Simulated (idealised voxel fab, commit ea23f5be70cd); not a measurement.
process module | voxel lift off
cross-section cut | 220 nm wide | cells 5 nm
A cross-section is a grid of square cells, given in bands from the top down. A band is one or more rows of cells.
Each band's line starts with the height of the band's top and of its bottom, in nm. Then come its materials from left to right, each with its width in nm. One material with "throughout" fills the band from edge to edge. "air" is empty space.
Height 0 is the level under which the wafer as received is all one material. The lowest band goes on downwards, as in "0 down".
A width such as "30 to 40" changes by the same amount from each row of cells to the next, from the band's top row to its bottom row.
"no change" after a step means that no cell of the cross-section changed.
closed voids: empty space of 8 cells or more with no open way to the top, each as width x height at its distance from the left edge, in nm
after a step's settings: what the simulator itself notes on the step
overlay nm, on a step with a mask: how far to the right of its planned place the mask lay; to the left if negative
plan
1 op RECEIVE | material Si
2 op CONFORMAL_DEP | material SiO2 | thk nm 10
3 op PATTERN | tone open | mask id LINES | material resist | width nm 30 | pitch nm 50 | thk nm 25 | overlay nm -15
4 op DIRECTIONAL_DEP | material Ru | thk nm 15
5 op STRIP | etch materials resist
6 op CONFORMAL_DEP | material SiO2 | thk nm 5
varied across the wafers: overlay nm of step 3. The plan shows the first wafer's value. All wafers start alike
first wafer as received, after step 1
  0 down: Si throughout
  closed voids: none
each wafer at the end: cells of each material gained (+) or lost (-) since it was received, then its closed voids
overlay nm -15 | +36 Ru | +144 SiO2 | closed voids: none
overlay nm -10 | +36 Ru | +144 SiO2 | closed voids: none
overlay nm -5 | +36 Ru | +144 SiO2 | closed voids: none
overlay nm 0 | +36 Ru | +144 SiO2 | closed voids: none
overlay nm 5 | +36 Ru | +144 SiO2 | closed voids: none
overlay nm 10 | +36 Ru | +144 SiO2 | closed voids: none
overlay nm 15 | +36 Ru | +144 SiO2 | closed voids: none
